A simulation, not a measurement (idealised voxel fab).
process module | voxel air gaps
cross-section cut | 270 nm wide | cells 5 nm
A cross-section is a grid of square cells, given in bands from the top down. A band is one or more rows of cells.
Each band's line starts with the height of the band's top and of its bottom, in nm. Then come its materials from left to right, each with its width in nm. One material with "throughout" fills the band from edge to edge. "air" is empty space.
Height 0 is the level under which the wafer as received is all one material. The lowest band goes on downwards, as in "0 down".
A width such as "30 to 40" changes by the same amount from each row of cells to the next, from the band's top row to its bottom row.
"no change" after a step means that no cell of the cross-section changed.
closed voids: empty space of 8 cells or more with no open way to the top, each as width x height at its distance from the left edge, in nm
after a step's settings: what the simulator itself notes on the step
overlay nm, on a step with a mask: how far to the right of its planned place the mask lay; to the left if negative
plan
1 op RECEIVE | material Si
2 op CONFORMAL_DEP | material SiO2 | thk nm 10
3 op CONFORMAL_DEP | material SiCN | thk nm 5
4 op DIRECTIONAL_DEP | material lowk | thk nm 40
5 op DIRECTIONAL_DEP | material aC | thk nm 15
6 op PATTERN | tone open | mask id LINES | material resist | width nm 15 | pitch nm 40 | thk nm 35 | overlay nm 0
7 op DIRECTIONAL_ETCH | etch materials aC | depth nm 15
8 op STRIP | etch materials resist
9 op DIRECTIONAL_ETCH | etch materials lowk | depth nm 40
10 op STRIP | etch materials aC
11 op CONFORMAL_DEP | material TiN | thk nm 5
12 op FILL_DEP | material W | thk nm 10
13 op CMP | height nm 55
14 op EPI | material Ru | thk nm 10
15 op SELECTIVE_ETCH | etch materials lowk | depth nm 50
16 op CONFORMAL_DEP | material SiCN | thk nm 5
varied across the wafers: width nm of step 6. The plan shows the first wafer's value. All wafers start alike
first wafer as received, after step 1
  0 down: Si throughout
  closed voids: none
first wafer at the end, after step 16
  70 to 65: air 70 | SiCN 125 | air 75
  65 to 55: air 70 | SiCN 5 | Ru 35 | SiCN 5 | Ru 35 | SiCN 5 | Ru 35 | SiCN 5 | air 75
  55 to 50: air 70 | SiCN 15 | TiN 5 | W 5 | TiN 5 | SiCN 25 | TiN 5 | W 5 | TiN 5 | SiCN 25 | TiN 5 | W 5 | TiN 5 | SiCN 15 | air 75
  50 to 20: air 80 | SiCN 5 | TiN 5 | W 5 | TiN 5 | SiCN 5 | air 15 | SiCN 5 | TiN 5 | W 5 | TiN 5 | SiCN 5 | air 15 | SiCN 5 | TiN 5 | W 5 | TiN 5 | SiCN 5 | air 85
  20 to 15: SiCN 85 | TiN 15 | SiCN 25 | TiN 15 | SiCN 25 | TiN 15 | SiCN 90
  15 to 10: SiCN throughout
  10 to 0: SiO2 throughout
  0 down: Si throughout
  closed voids: 15 x 30 at 105; 15 x 30 at 145
last wafer at the end
  70 to 65: air 65 | SiCN 135 | air 70
  65 to 55: air 65 | SiCN 5 | Ru 125 | SiCN 5 | air 70
  55 to 50: air 65 | SiCN 15 | TiN 5 | W 15 | TiN 5 | lowk 15 | TiN 5 | W 15 | TiN 5 | lowk 15 | TiN 5 | W 15 | TiN 5 | SiCN 15 | air 70
  50 to 20: air 75 | SiCN 5 | TiN 5 | W 15 | TiN 5 | lowk 15 | TiN 5 | W 15 | TiN 5 | lowk 15 | TiN 5 | W 15 | TiN 5 | SiCN 5 | air 80
  20 to 15: SiCN 80 | TiN 25 | lowk 15 | TiN 25 | lowk 15 | TiN 25 | SiCN 85
  15 to 10: SiCN throughout
  10 to 0: SiO2 throughout
  0 down: Si throughout
  closed voids: none
each wafer at the end: cells of each material gained (+) or lost (-) since it was received, then its closed voids
width nm 15 | +42 Ru | +184 SiCN | +108 SiO2 | +51 TiN | +21 W | closed voids: 15 x 30 at 105; 15 x 30 at 145
width nm 20 | +48 Ru | +136 SiCN | +108 SiO2 | +54 TiN | +42 W | +64 lowk | closed voids: none
width nm 25 | +50 Ru | +136 SiCN | +108 SiO2 | +57 TiN | +63 W | +48 lowk | closed voids: none
